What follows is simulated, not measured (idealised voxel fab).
Presented below is a process module, voxel self aligned vias.
Cross-sectional view cut (width: 155 nm; square cell size: 5 nm).
Throughout this document, each cross-section is represented as a grid of square cells and is presented as a sequence of bands enumerated from the top downward, where a band comprises one or more rows of cells. Per band: top height and bottom height in nm, followed by the left-to-right materials and their widths in nm; "everywhere" marks a single material spanning edge to edge, "blank" marks empty space. Where do heights start? At 0: under that level the wafer as delivered is made of one material only. And the lowest band has no floor; it just carries on downward, as in "0 nm and below". Read "30 to 40" as a graded width: first number on top, second number at the bottom, same change between each pair of neighbouring rows. "no alterations made" -> step changed no cross-section cell. "Closed cavity list" enumerates empty spaces isolated from the top, with no open way to it, that contain at least 8 cells, giving each as width x height at distance from the left edge, all three in nm. Heads up: the bit after the settings on a step's line is the simulator's remark on that step. Among the settings permitted on a step's line is "overlay nm"; applied to a step with a mask, it specifies the extent to which the mask lay to the right of its planned position, whereas a negative figure signifies a position to the left.

Set out below are the planned steps of the process
- 1: RECEIVE, material Si
- 2: CONFORMAL_DEP, material SiO2, thk nm 15
- 3: CONFORMAL_DEP, material SiCN, thk nm 5
- 4: DIRECTIONAL_DEP, material SiO2, thk nm 25
- 5: PATTERN, tone open, mask id LINES, material resist, width nm 30, pitch nm 55, thk nm 15, overlay nm 0
- 6: DIRECTIONAL_ETCH, etch materials SiO2, depth nm 25
- 7: STRIP, etch materials resist
- 8: CONFORMAL_DEP, material TiN, thk nm 5
- 9: FILL_DEP, material W, thk nm 10
- 10: CMP, height nm 45
- 11: SELECTIVE_ETCH, etch materials W Ru TiN, depth nm 5
- 12: FILL_DEP, material SiN, thk nm 10
- 13: CMP, height nm 45
- 14: DIRECTIONAL_DEP, material SiO2, thk nm 15
- 15: MASKED_ETCH, tone open, mask id VIAS, width nm 40, pitch nm 55, etch materials SiO2, depth nm 15, overlay nm 0
- 16: MASKED_ETCH, tone open, mask id VIAS, width nm 40, pitch nm 55, etch materials SiN, depth nm 5, overlay nm -15
- 17: CONFORMAL_DEP, material TiN, thk nm 5
- 18: FILL_DEP, material Ru, thk nm 10
- 19: CMP, height nm 60
- 20: CONFORMAL_DEP, material SiCN, thk nm 5
It is noted that the wafers described herein are identical at the outset and are distinguished by the overlay nm of step 16; the value stated in the plan corresponds to the first wafer.

As-received state after step 1, first of several wafers, cross-section
* 0 nm and below | Si everywhere
* Closed cavity list: none

Per wafer (row), end of module: delta in cells per material since receipt, (+) for gained, (-) for lost; closed voids after that
overlay nm -15, +28 Ru, +62 SiCN, +4 SiN, +233 SiO2, +52 TiN, +24 W, Closed cavity list: none
overlay nm -10, +30 Ru, +62 SiCN, +2 SiN, +233 SiO2, +52 TiN, +24 W, Closed cavity list: none
overlay nm -5, +32 Ru, +62 SiCN, +233 SiO2, +52 TiN, +24 W, Closed cavity list: none
overlay nm 0, +32 Ru, +62 SiCN, +233 SiO2, +52 TiN, +24 W, Closed cavity list: none
overlay nm 5, +32 Ru, +62 SiCN, +233 SiO2, +52 TiN, +24 W, Closed cavity list: none
overlay nm 10, +30 Ru, +62 SiCN, +2 SiN, +233 SiO2, +52 TiN, +24 W, Closed cavity list: none
overlay nm 15, +28 Ru, +62 SiCN, +4 SiN, +233 SiO2, +52 TiN, +24 W, Closed cavity list: none
